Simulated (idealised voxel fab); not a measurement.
process module | voxel ribs on slabs
cross-section cut | 240 nm wide | cells 5 nm
A cross-section is a grid of square cells, given in bands from the top down. A band is one or more rows of cells.
Each band's line starts with the height of the band's top and of its bottom, in nm. Then come its materials from left to right, each with its width in nm. One material with "throughout" fills the band from edge to edge. "air" is empty space.
Height 0 is the level under which the wafer as received is all one material. The lowest band goes on downwards, as in "0 down".
A width such as "30 to 40" changes by the same amount from each row of cells to the next, from the band's top row to its bottom row.
"no change" after a step means that no cell of the cross-section changed.
closed voids: empty space of 8 cells or more with no open way to the top, each as width x height at its distance from the left edge, in nm
after a step's settings: what the simulator itself notes on the step
overlay nm, on a step with a mask: how far to the right of its planned place the mask lay; to the left if negative
plan
1 op RECEIVE | material Si
2 op DIRECTIONAL_DEP | material SiO2 | thk nm 25
3 op DIRECTIONAL_DEP | material polySi | thk nm 20
4 op PATTERN | tone cover | mask id RIB | material resist | width nm 30 | thk nm 20 | overlay nm 0
5 op DIRECTIONAL_ETCH | etch materials polySi | depth nm 5
6 op STRIP | etch materials resist
7 op DIRECTIONAL_DEP | material aC | thk nm 15
8 op PATTERN | tone cover | mask id SLAB | material resist | width nm 60 | thk nm 35 | overlay nm 0
9 op DIRECTIONAL_ETCH | etch materials aC | depth nm 15
10 op STRIP | etch materials resist
11 op DIRECTIONAL_ETCH | etch materials polySi | depth nm 15
12 op STRIP | etch materials aC
13 op FILL_DEP | material SiO2 | thk nm 30
14 op CMP | height nm 65
15 op DIRECTIONAL_DEP | material TiN | thk nm 5
16 op MASKED_ETCH | tone cover | mask id HEATER | width nm 40 | etch materials TiN | depth nm 5 | overlay nm 0
17 op CONFORMAL_DEP | material SiN | thk nm 5
as received, after step 1
  0 down: Si throughout
  closed voids: none
first wafer at the end, as planned
  75 to 70: air 95 | SiN 50 | air 95
  70 to 65: SiN 100 | TiN 40 | SiN 100
  65 to 45: SiO2 throughout
  45 to 40: SiO2 105 | polySi 30 | SiO2 105
  40 to 25: SiO2 90 | polySi 60 | SiO2 90
  25 to 0: SiO2 throughout
  0 down: Si throughout
  closed voids: none
second wafer at the end: like start, like plan, one mistake
  75 to 70: air 95 | SiN 50 | air 95
  70 to 65: SiN 100 | TiN 40 | SiN 100
  65 to 40: SiO2 throughout
  40 to 35: SiO2 105 | polySi 30 | SiO2 105
  35 to 25: SiO2 90 | polySi 60 | SiO2 90
  25 to 0: SiO2 throughout
  0 down: Si throughout
  closed voids: none
what went wrong: step 3 ran as: op DIRECTIONAL_DEP | material polySi | thk nm 15
at the end the second wafer has, in cells: 12 more of SiO2 | 12 fewer of polySi
